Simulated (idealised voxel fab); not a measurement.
Presented below is a process module, voxel self aligned vias.
cross-section cut | 225 nm wide | cells 5 nm
A cross-section is written here as square cells arranged in a grid, and it is given in bands from the top down, each band taking up one or more rows of cells. Read a band's entry like this: the first values are the height of its top and the height of its bottom in nm, and what follows is the sequence of materials from left to right, each with its width in nm. Note that "empty" is empty space, and that a single material marked "full width" reaches across the band from edge to edge. For the purposes of this specification, 0 denotes the height below which the wafer in its as-received condition is composed wholly of one material, and the lowermost band, lacking a lower limit, extends downward without end, as expressed in "0..down". The two numbers in a width such as "30..40" mark its ends across the band: the first belongs to the top row of cells, the second to the bottom row, and from each row to the next the width moves by the same amount. You'll sometimes find "no alterations made" written for a step, and that's the way of saying that nowhere in the cross-section did a cell change during that step. Enclosed voids (no open way to top), threshold 8 cells or more, entry "Non-vented voids", notation width x height at distance, distance from left edge, nm. after a step's settings: what the simulator itself notes on the step. overlay nm: on a step with a mask, how far right of its planned place the mask lay; negative means left.

This section lists the process steps that were planned
- 1: RECEIVE [material Si]
- 2: CONFORMAL_DEP [material SiO2] [thk nm 15]
- 3: CONFORMAL_DEP [material SiCN] [thk nm 5]
- 4: DIRECTIONAL_DEP [material lowk] [thk nm 25]
- 5: DIRECTIONAL_DEP [material aC] [thk nm 10]
- 6: PATTERN [tone open] [mask id LINES] [material resist] [width nm 20] [pitch nm 65] [thk nm 25] [overlay nm 0]
- 7: DIRECTIONAL_ETCH [etch materials aC] [depth nm 10]
- 8: STRIP [etch materials resist]
- 9: DIRECTIONAL_ETCH [etch materials lowk] [depth nm 25]
- 10: STRIP [etch materials aC]
- 11: CONFORMAL_DEP [material TiN] [thk nm 5]
- 12: FILL_DEP [material Ru] [thk nm 10]
- 13: CMP [height nm 45]
- 14: SELECTIVE_ETCH [etch materials W Ru TiN] [depth nm 5]
- 15: FILL_DEP [material SiN] [thk nm 10]
- 16: CMP [height nm 45]
- 17: DIRECTIONAL_DEP [material lowk] [thk nm 15]
- 18: DIRECTIONAL_DEP [material aC] [thk nm 15]
- 19: PATTERN [tone open] [mask id VIAS] [material resist] [width nm 40] [pitch nm 130] [thk nm 30] [overlay nm 0]
- 20: DIRECTIONAL_ETCH [etch materials aC] [depth nm 15]
- 21: STRIP [etch materials resist]
- 22: DIRECTIONAL_ETCH [etch materials lowk] [depth nm 15]
- 23: DIRECTIONAL_ETCH [etch materials SiN] [depth nm 5]
- 24: STRIP [etch materials aC]
- 25: CONFORMAL_DEP [material TiN] [thk nm 5]
- 26: FILL_DEP [material Cu] [thk nm 5]
- 27: CMP [height nm 60]
- 28: CONFORMAL_DEP [material SiN] [thk nm 5]

as received, after step 1
    0..down | Si full width
    Non-vented voids: none

What the wafer looks like in cross-section after this module, when it starts as shown above and follows the plan above but one mistake is made in running it
    65..60 | SiN full width
    60..50 | lowk=25  TiN=5  Cu=30  TiN=5  lowk=90  TiN=5  Cu=30  TiN=5  lowk=30
    50..45 | lowk=25  TiN=15  Cu=10  TiN=15  lowk=90  TiN=15  Cu=10  TiN=15  lowk=30
    45..40 | lowk=35  TiN=20  lowk=45  SiN=20  lowk=45  TiN=20  lowk=40
    40..25 | lowk=35  TiN=5  Ru=10  TiN=5  lowk=45  TiN=5  Ru=10  TiN=5  lowk=45  TiN=5  Ru=10  TiN=5  lowk=40
    25..20 | lowk=35  TiN=20  lowk=45  TiN=20  lowk=45  TiN=20  lowk=40
    20..5 | SiO2 full width
    5..0 | SiCN full width
    0..down | Si full width
    Non-vented voids: none
Where did the run depart from the plan? it was found that steps 2 and 3 of the process plan had been performed in exchanged positions
